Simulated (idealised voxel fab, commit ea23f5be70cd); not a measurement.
A process module follows: voxel wiring stack.
For reference, the cross-section in this document is cut, with width 180 nm and square cells of 5 nm.
In this document a cross-section is written as a grid of square cells. It is given as a series of bands, listed from the top down, and a band is one or more rows of cells. Read a band's entry like this: the first values are the height of its top and the height of its bottom in nm, and what follows is the sequence of materials from left to right, each with its width in nm. Note that "air" is empty space, and that a single material marked "everywhere" reaches across the band from edge to edge. All heights in this document are referenced to 0, defined as the level beneath which the wafer, as received, consists entirely of one material. The lowest band is not bounded below; it extends indefinitely downward and is written in the form "0 -> down". With a width like "30..40", each row of cells in the band differs from the next by the same amount, the top row carrying the first number and the bottom row the second. Take "no modification" at face value: in the step it is given for, the cross-section changed in none of its cells. If an empty space has no open way to the top and is at least 8 cells in size, "Closed void inventory" lists it, written width x height at distance, where distance is measured from the left edge and every value is in nm. On a step's line, text after the settings is the simulator commenting on that step. What "overlay nm" on a step's line means: if the step has a mask, that mask lay this far to the right of its planned place, or, when the value is negative, to the left.

**Below is the list of planned process steps**
1. RECEIVE,material Si
2. CONFORMAL_DEP,material SiO2,thk nm 10
3. DIRECTIONAL_DEP,material TiN,thk nm 5
4. DIRECTIONAL_DEP,material W,thk nm 20
5. MASKED_ETCH,tone cover,mask id METAL_1,width nm 25,pitch nm 45,etch materials W,depth nm 20,overlay nm 0
6. MASKED_ETCH,tone cover,mask id METAL_1,width nm 25,pitch nm 45,etch materials TiN,depth nm 5,overlay nm 0
7. FILL_DEP,material SiO2,thk nm 5
8. CMP,height nm 35
9. CONFORMAL_DEP,material SiCN,thk nm 5
10. DIRECTIONAL_DEP,material lowk,thk nm 25
11. DIRECTIONAL_DEP,material aC,thk nm 15
12. PATTERN,tone open,mask id METAL_2_HOLES,material resist,width nm 15,pitch nm 45,thk nm 30,overlay nm 0
13. DIRECTIONAL_ETCH,etch materials aC,depth nm 15
14. STRIP,etch materials resist
15. DIRECTIONAL_ETCH,etch materials lowk,depth nm 25
16. STRIP,etch materials aC
17. PATTERN,tone open,mask id METAL_2,material resist,width nm 25,pitch nm 45,thk nm 15,overlay nm 0
18. DIRECTIONAL_ETCH,etch materials lowk,depth nm 15
19. DIRECTIONAL_ETCH,etch materials SiCN,depth nm 5
20. STRIP,etch materials resist
21. CONFORMAL_DEP,material TiN,thk nm 5
22. FILL_DEP,material Cu,thk nm 10
23. CMP,height nm 65
24. CONFORMAL_DEP,material SiCN,thk nm 5
25. DIRECTIONAL_DEP,material SiO2,thk nm 25
26. MASKED_ETCH,tone open,mask id METAL_3_HOLES,width nm 15,pitch nm 45,etch materials SiO2,depth nm 25,overlay nm 0
27. DIRECTIONAL_DEP,material aC,thk nm 15
28. PATTERN,tone open,mask id METAL_3,material resist,width nm 25,pitch nm 45,thk nm 30,overlay nm 0
29. DIRECTIONAL_ETCH,etch materials aC,depth nm 15
30. STRIP,etch materials resist
31. DIRECTIONAL_ETCH,etch materials SiO2,depth nm 15
32. DIRECTIONAL_ETCH,etch materials SiCN,depth nm 5
33. STRIP,etch materials aC
34. CONFORMAL_DEP,material TiN,thk nm 5
35. FILL_DEP,material Cu,thk nm 5
36. CMP,height nm 95
37. CONFORMAL_DEP,material SiCN,thk nm 5

**What follows covers the first of two wafers; it ran as planned**

**This is the cross-section of the wafer as we received it, i.e. after step 1**
- 0 -> down: Si everywhere
- Closed void inventory: none

**Step 2 done - wafer cross-section**
- 10 -> 0: SiO2 everywhere
- Lower than 0, everything is as it was.

**Step 3 done - wafer cross-section**
- 15 -> 10: TiN everywhere
- Lower than 10, everything is as it was.

**Step 4 done - wafer cross-section**
- 35 -> 15: W everywhere
- Lower than 15, everything is as it was.

**Step 5 done - wafer cross-section**
- 35 -> 15: 55 air | 25 W | 20 air | 25 W | 55 air
- Lower than 15, everything is as it was.

**Step 6 done - wafer cross-section**
- 35 -> 15: 55 air | 25 W | 20 air | 25 W | 55 air
- 15 -> 10: 55 air | 25 TiN | 20 air | 25 TiN | 55 air
- Lower than 10, everything is as it was.

**Step 7 done - wafer cross-section**
- 40 -> 35: SiO2 everywhere
- 35 -> 15: 55 SiO2 | 25 W | 20 SiO2 | 25 W | 55 SiO2
- 15 -> 10: 55 SiO2 | 25 TiN | 20 SiO2 | 25 TiN | 55 SiO2
- Lower than 10, everything is as it was.

**Step 8 done - wafer cross-section**
- 35 -> 15: 55 SiO2 | 25 W | 20 SiO2 | 25 W | 55 SiO2
- Lower than 15, everything is as it was.

**Step 9 done - wafer cross-section**
- 40 -> 35: SiCN everywhere
- Lower than 35, everything is as it was.

**Step 10 done - wafer cross-section**
- 65 -> 40: lowk everywhere
- Lower than 40, everything is as it was.

**Step 11 done - wafer cross-section**
- 80 -> 65: aC everywhere
- Lower than 65, everything is as it was.

**Step 12 done - wafer cross-section**
- 110 -> 80: 55 resist | 15 air | 30 resist | 15 air | 65 resist
- Lower than 80, everything is as it was.

**Step 13 done - wafer cross-section**
- 95 -> 80: 55 resist | 15 air | 30 resist | 15 air | 65 resist
- 80 -> 65: 55 aC | 15 air | 30 aC | 15 air | 65 aC
- Lower than 65, everything is as it was.

**Step 14 done - wafer cross-section**
- 80 -> 65: 55 aC | 15 air | 30 aC | 15 air | 65 aC
- Lower than 65, everything is as it was.

**Step 15 done - wafer cross-section**
- 80 -> 65: 55 aC | 15 air | 30 aC | 15 air | 65 aC
- 65 -> 40: 55 lowk | 15 air | 30 lowk | 15 air | 65 lowk
- Lower than 40, everything is as it was.

**Step 16 done - wafer cross-section**
- 65 -> 40: 55 lowk | 15 air | 30 lowk | 15 air | 65 lowk
- Lower than 40, everything is as it was.

**Step 17 done - wafer cross-section**
- 80 -> 65: 55 resist | 25 air | 20 resist | 25 air | 55 resist
- Lower than 65, everything is as it was.

**Step 18 done - wafer cross-section**
- 80 -> 65: 55 resist | 25 air | 20 resist | 25 air | 55 resist
- 65 -> 50: 55 lowk | 25 air | 20 lowk | 25 air | 55 lowk
- Lower than 50, everything is as it was.

**Step 19 done - wafer cross-section**
- 80 -> 65: 55 resist | 25 air | 20 resist | 25 air | 55 resist
- 65 -> 50: 55 lowk | 25 air | 20 lowk | 25 air | 55 lowk
- 50 -> 40: 55 lowk | 15 air | 30 lowk | 15 air | 65 lowk
- 40 -> 35: 55 SiCN | 15 air | 30 SiCN | 15 air | 65 SiCN
- Lower than 35, everything is as it was.

**Step 20 done - wafer cross-section**
- 65 -> 50: 55 lowk | 25 air | 20 lowk | 25 air | 55 lowk
- Lower than 50, everything is as it was.

**Step 21 done - wafer cross-section**
- 70 -> 65: 60 TiN | 15 air | 30 TiN | 15 air | 60 TiN
- 65 -> 55: 55 lowk | 5 TiN | 15 air | 5 TiN | 20 lowk | 5 TiN | 15 air | 5 TiN | 55 lowk
- 55 -> 50: 55 lowk | 5 TiN | 5 air | 15 TiN | 20 lowk | 5 TiN | 5 air | 15 TiN | 55 lowk
- 50 -> 40: 55 lowk | 5 TiN | 5 air | 5 TiN | 30 lowk | 5 TiN | 5 air | 5 TiN | 65 lowk
- 40 -> 35: 55 SiCN | 15 TiN | 30 SiCN | 15 TiN | 65 SiCN
- Lower than 35, everything is as it was.

**Step 22 done - wafer cross-section**
- 80 -> 70: Cu everywhere
- 70 -> 65: 60 TiN | 15 Cu | 30 TiN | 15 Cu | 60 TiN
- 65 -> 55: 55 lowk | 5 TiN | 15 Cu | 5 TiN | 20 lowk | 5 TiN | 15 Cu | 5 TiN | 55 lowk
- 55 -> 50: 55 lowk | 5 TiN | 5 Cu | 15 TiN | 20 lowk | 5 TiN | 5 Cu | 15 TiN | 55 lowk
- 50 -> 40: 55 lowk | 5 TiN | 5 Cu | 5 TiN | 30 lowk | 5 TiN | 5 Cu | 5 TiN | 65 lowk
- Lower than 40, everything is as it was.

**Step 23 done - wafer cross-section**
- 65 -> 55: 55 lowk | 5 TiN | 15 Cu | 5 TiN | 20 lowk | 5 TiN | 15 Cu | 5 TiN | 55 lowk
- Lower than 55, everything is as it was.

**Step 24 done - wafer cross-section**
- 70 -> 65: SiCN everywhere
- Lower than 65, everything is as it was.

**Step 25 done - wafer cross-section**
- 95 -> 70: SiO2 everywhere
- Lower than 70, everything is as it was.

**Step 26 done - wafer cross-section**
- 95 -> 70: 55 SiO2 | 15 air | 30 SiO2 | 15 air | 65 SiO2
- Lower than 70, everything is as it was.

**Step 27 done - wafer cross-section**
- 110 -> 95: 55 aC | 15 air | 30 aC | 15 air | 65 aC
- 95 -> 85: 55 SiO2 | 15 air | 30 SiO2 | 15 air | 65 SiO2
- 85 -> 70: 55 SiO2 | 15 aC | 30 SiO2 | 15 aC | 65 SiO2
- Lower than 70, everything is as it was.

**Step 28 done - wafer cross-section**
- 140 -> 110: 55 resist | 25 air | 20 resist | 25 air | 55 resist
- Lower than 110, everything is as it was.

**Step 29 done - wafer cross-section**
- 125 -> 110: 55 resist | 25 air | 20 resist | 25 air | 55 resist
- 110 -> 95: 55 aC | 25 air | 20 aC | 25 air | 55 aC
- 95 -> 70: 55 SiO2 | 15 air | 30 SiO2 | 15 air | 65 SiO2
- Lower than 70, everything is as it was.

**Step 30 done - wafer cross-section**
- 110 -> 95: 55 aC | 25 air | 20 aC | 25 air | 55 aC
- Lower than 95, everything is as it was.

**Step 31 done - wafer cross-section**
- 110 -> 95: 55 aC | 25 air | 20 aC | 25 air | 55 aC
- 95 -> 80: 55 SiO2 | 25 air | 20 SiO2 | 25 air | 55 SiO2
- Lower than 80, everything is as it was.

**Step 32 done - wafer cross-section**
- 110 -> 95: 55 aC | 25 air | 20 aC | 25 air | 55 aC
- 95 -> 80: 55 SiO2 | 25 air | 20 SiO2 | 25 air | 55 SiO2
- 80 -> 70: 55 SiO2 | 15 air | 30 SiO2 | 15 air | 65 SiO2
- 70 -> 65: 55 SiCN | 15 air | 30 SiCN | 15 air | 65 SiCN
- Lower than 65, everything is as it was.

**Step 33 done - wafer cross-section**
- 95 -> 80: 55 SiO2 | 25 air | 20 SiO2 | 25 air | 55 SiO2
- Lower than 80, everything is as it was.

**Step 34 done - wafer cross-section**
- 100 -> 95: 60 TiN | 15 air | 30 TiN | 15 air | 60 TiN
- 95 -> 85: 55 SiO2 | 5 TiN | 15 air | 5 TiN | 20 SiO2 | 5 TiN | 15 air | 5 TiN | 55 SiO2
- 85 -> 80: 55 SiO2 | 5 TiN | 5 air | 15 TiN | 20 SiO2 | 5 TiN | 5 air | 15 TiN | 55 SiO2
- 80 -> 70: 55 SiO2 | 5 TiN | 5 air | 5 TiN | 30 SiO2 | 5 TiN | 5 air | 5 TiN | 65 SiO2
- 70 -> 65: 55 SiCN | 15 TiN | 30 SiCN | 15 TiN | 65 SiCN
- Lower than 65, everything is as it was.

**Step 35 done - wafer cross-section**
- 105 -> 100: Cu everywhere
- 100 -> 95: 60 TiN | 15 Cu | 30 TiN | 15 Cu | 60 TiN
- 95 -> 85: 55 SiO2 | 5 TiN | 15 Cu | 5 TiN | 20 SiO2 | 5 TiN | 15 Cu | 5 TiN | 55 SiO2
- 85 -> 80: 55 SiO2 | 5 TiN | 5 Cu | 15 TiN | 20 SiO2 | 5 TiN | 5 Cu | 15 TiN | 55 SiO2
- 80 -> 70: 55 SiO2 | 5 TiN | 5 Cu | 5 TiN | 30 SiO2 | 5 TiN | 5 Cu | 5 TiN | 65 SiO2
- Lower than 70, everything is as it was.

**Step 36 done - wafer cross-section**
- 95 -> 85: 55 SiO2 | 5 TiN | 15 Cu | 5 TiN | 20 SiO2 | 5 TiN | 15 Cu | 5 TiN | 55 SiO2
- Lower than 85, everything is as it was.

**Step 37 done - wafer cross-section**
- 100 -> 95: SiCN everywhere
- Lower than 95, everything is as it was.

**Companion wafer, the second of two: same beginning, same intended sequence, one mistake in carrying it out; through step 5 inclusive it tracks the first exactly**

**The second wafer cut through, at the time step 6 was supposed to be finished**
- 35 -> 15: 55 air | 25 W | 20 air | 25 W | 55 air
- 15 -> 10: 55 air | 35 TiN | 10 air | 35 TiN | 45 air
- Lower than 10, everything is as it was.

**The second wafer cut through, at the time step 7 was supposed to be finished**
- 40 -> 35: SiO2 everywhere
- 35 -> 15: 55 SiO2 | 25 W | 20 SiO2 | 25 W | 55 SiO2
- 15 -> 10: 55 SiO2 | 35 TiN | 10 SiO2 | 35 TiN | 45 SiO2
- Lower than 10, everything is as it was.

**The second wafer cut through, at the time step 8 was supposed to be finished**
- 35 -> 15: 55 SiO2 | 25 W | 20 SiO2 | 25 W | 55 SiO2
- Lower than 15, everything is as it was.

**The second wafer cut through, at the time step 9 was supposed to be finished**
- 40 -> 35: SiCN everywhere
- Lower than 35, everything is as it was.

**The second wafer cut through, at the time step 10 was supposed to be finished**
- 65 -> 40: lowk everywhere
- Lower than 40, everything is as it was.

**The second wafer cut through, at the time step 11 was supposed to be finished**
- 80 -> 65: aC everywhere
- Lower than 65, everything is as it was.

**The second wafer cut through, at the time step 12 was supposed to be finished**
- 110 -> 80: 55 resist | 15 air | 30 resist | 15 air | 65 resist
- Lower than 80, everything is as it was.

**The second wafer cut through, at the time step 13 was supposed to be finished**
- 95 -> 80: 55 resist | 15 air | 30 resist | 15 air | 65 resist
- 80 -> 65: 55 aC | 15 air | 30 aC | 15 air | 65 aC
- Lower than 65, everything is as it was.

**The second wafer cut through, at the time step 14 was supposed to be finished**
- 80 -> 65: 55 aC | 15 air | 30 aC | 15 air | 65 aC
- Lower than 65, everything is as it was.

**The second wafer cut through, at the time step 15 was supposed to be finished**
- 80 -> 65: 55 aC | 15 air | 30 aC | 15 air | 65 aC
- 65 -> 40: 55 lowk | 15 air | 30 lowk | 15 air | 65 lowk
- Lower than 40, everything is as it was.

**The second wafer cut through, at the time step 16 was supposed to be finished**
- 65 -> 40: 55 lowk | 15 air | 30 lowk | 15 air | 65 lowk
- Lower than 40, everything is as it was.

**The second wafer cut through, at the time step 17 was supposed to be finished**
- 80 -> 65: 55 resist | 25 air | 20 resist | 25 air | 55 resist
- Lower than 65, everything is as it was.

**The second wafer cut through, at the time step 18 was supposed to be finished**
- 80 -> 65: 55 resist | 25 air | 20 resist | 25 air | 55 resist
- 65 -> 50: 55 lowk | 25 air | 20 lowk | 25 air | 55 lowk
- Lower than 50, everything is as it was.

**The second wafer cut through, at the time step 19 was supposed to be finished**
- 80 -> 65: 55 resist | 25 air | 20 resist | 25 air | 55 resist
- 65 -> 50: 55 lowk | 25 air | 20 lowk | 25 air | 55 lowk
- 50 -> 40: 55 lowk | 15 air | 30 lowk | 15 air | 65 lowk
- 40 -> 35: 55 SiCN | 15 air | 30 SiCN | 15 air | 65 SiCN
- Lower than 35, everything is as it was.

**The second wafer cut through, at the time step 20 was supposed to be finished**
- 65 -> 50: 55 lowk | 25 air | 20 lowk | 25 air | 55 lowk
- Lower than 50, everything is as it was.

**The second wafer cut through, at the time step 21 was supposed to be finished**
- 70 -> 65: 60 TiN | 15 air | 30 TiN | 15 air | 60 TiN
- 65 -> 55: 55 lowk | 5 TiN | 15 air | 5 TiN | 20 lowk | 5 TiN | 15 air | 5 TiN | 55 lowk
- 55 -> 50: 55 lowk | 5 TiN | 5 air | 15 TiN | 20 lowk | 5 TiN | 5 air | 15 TiN | 55 lowk
- 50 -> 40: 55 lowk | 5 TiN | 5 air | 5 TiN | 30 lowk | 5 TiN | 5 air | 5 TiN | 65 lowk
- 40 -> 35: 55 SiCN | 15 TiN | 30 SiCN | 15 TiN | 65 SiCN
- Lower than 35, everything is as it was.

**The second wafer cut through, at the time step 22 was supposed to be finished**
- 80 -> 70: Cu everywhere
- 70 -> 65: 60 TiN | 15 Cu | 30 TiN | 15 Cu | 60 TiN
- 65 -> 55: 55 lowk | 5 TiN | 15 Cu | 5 TiN | 20 lowk | 5 TiN | 15 Cu | 5 TiN | 55 lowk
- 55 -> 50: 55 lowk | 5 TiN | 5 Cu | 15 TiN | 20 lowk | 5 TiN | 5 Cu | 15 TiN | 55 lowk
- 50 -> 40: 55 lowk | 5 TiN | 5 Cu | 5 TiN | 30 lowk | 5 TiN | 5 Cu | 5 TiN | 65 lowk
- Lower than 40, everything is as it was.

**The second wafer cut through, at the time step 23 was supposed to be finished**
- 65 -> 55: 55 lowk | 5 TiN | 15 Cu | 5 TiN | 20 lowk | 5 TiN | 15 Cu | 5 TiN | 55 lowk
- Lower than 55, everything is as it was.

**The second wafer cut through, at the time step 24 was supposed to be finished**
- 70 -> 65: SiCN everywhere
- Lower than 65, everything is as it was.

**The second wafer cut through, at the time step 25 was supposed to be finished**
- 95 -> 70: SiO2 everywhere
- Lower than 70, everything is as it was.

**The second wafer cut through, at the time step 26 was supposed to be finished**
- 95 -> 70: 55 SiO2 | 15 air | 30 SiO2 | 15 air | 65 SiO2
- Lower than 70, everything is as it was.

**The second wafer cut through, at the time step 27 was supposed to be finished**
- 110 -> 95: 55 aC | 15 air | 30 aC | 15 air | 65 aC
- 95 -> 85: 55 SiO2 | 15 air | 30 SiO2 | 15 air | 65 SiO2
- 85 -> 70: 55 SiO2 | 15 aC | 30 SiO2 | 15 aC | 65 SiO2
- Lower than 70, everything is as it was.

**The second wafer cut through, at the time step 28 was supposed to be finished**
- 140 -> 110: 55 resist | 25 air | 20 resist | 25 air | 55 resist
- Lower than 110, everything is as it was.

**The second wafer cut through, at the time step 29 was supposed to be finished**
- 125 -> 110: 55 resist | 25 air | 20 resist | 25 air | 55 resist
- 110 -> 95: 55 aC | 25 air | 20 aC | 25 air | 55 aC
- 95 -> 70: 55 SiO2 | 15 air | 30 SiO2 | 15 air | 65 SiO2
- Lower than 70, everything is as it was.

**The second wafer cut through, at the time step 30 was supposed to be finished**
- 110 -> 95: 55 aC | 25 air | 20 aC | 25 air | 55 aC
- Lower than 95, everything is as it was.

**The second wafer cut through, at the time step 31 was supposed to be finished**
- 110 -> 95: 55 aC | 25 air | 20 aC | 25 air | 55 aC
- 95 -> 80: 55 SiO2 | 25 air | 20 SiO2 | 25 air | 55 SiO2
- Lower than 80, everything is as it was.

**The second wafer cut through, at the time step 32 was supposed to be finished**
- 110 -> 95: 55 aC | 25 air | 20 aC | 25 air | 55 aC
- 95 -> 80: 55 SiO2 | 25 air | 20 SiO2 | 25 air | 55 SiO2
- 80 -> 70: 55 SiO2 | 15 air | 30 SiO2 | 15 air | 65 SiO2
- 70 -> 65: 55 SiCN | 15 air | 30 SiCN | 15 air | 65 SiCN
- Lower than 65, everything is as it was.

**The second wafer cut through, at the time step 33 was supposed to be finished**
- 95 -> 80: 55 SiO2 | 25 air | 20 SiO2 | 25 air | 55 SiO2
- Lower than 80, everything is as it was.

**The second wafer cut through, at the time step 34 was supposed to be finished**
- 100 -> 95: 60 TiN | 15 air | 30 TiN | 15 air | 60 TiN
- 95 -> 85: 55 SiO2 | 5 TiN | 15 air | 5 TiN | 20 SiO2 | 5 TiN | 15 air | 5 TiN | 55 SiO2
- 85 -> 80: 55 SiO2 | 5 TiN | 5 air | 15 TiN | 20 SiO2 | 5 TiN | 5 air | 15 TiN | 55 SiO2
- 80 -> 70: 55 SiO2 | 5 TiN | 5 air | 5 TiN | 30 SiO2 | 5 TiN | 5 air | 5 TiN | 65 SiO2
- 70 -> 65: 55 SiCN | 15 TiN | 30 SiCN | 15 TiN | 65 SiCN
- Lower than 65, everything is as it was.

**The second wafer cut through, at the time step 35 was supposed to be finished**
- 105 -> 100: Cu everywhere
- 100 -> 95: 60 TiN | 15 Cu | 30 TiN | 15 Cu | 60 TiN
- 95 -> 85: 55 SiO2 | 5 TiN | 15 Cu | 5 TiN | 20 SiO2 | 5 TiN | 15 Cu | 5 TiN | 55 SiO2
- 85 -> 80: 55 SiO2 | 5 TiN | 5 Cu | 15 TiN | 20 SiO2 | 5 TiN | 5 Cu | 15 TiN | 55 SiO2
- 80 -> 70: 55 SiO2 | 5 TiN | 5 Cu | 5 TiN | 30 SiO2 | 5 TiN | 5 Cu | 5 TiN | 65 SiO2
- Lower than 70, everything is as it was.

**The second wafer cut through, at the time step 36 was supposed to be finished**
- 95 -> 85: 55 SiO2 | 5 TiN | 15 Cu | 5 TiN | 20 SiO2 | 5 TiN | 15 Cu | 5 TiN | 55 SiO2
- Lower than 85, everything is as it was.

**The second wafer cut through, at the time step 37 was supposed to be finished**
- 100 -> 95: SiCN everywhere
- Lower than 95, everything is as it was.
Heads up, the wafer didn't run the way we planned it: step 6 deviated from plan and actually ran as MASKED_ETCH,tone cover,mask id METAL_1,width nm 25,pitch nm 45,etch materials TiN,depth nm 5,overlay nm 10
At the finish, the second wafer shows more or fewer cells for some materials than the first does: SiO2: 4 fewer, TiN: 4 more
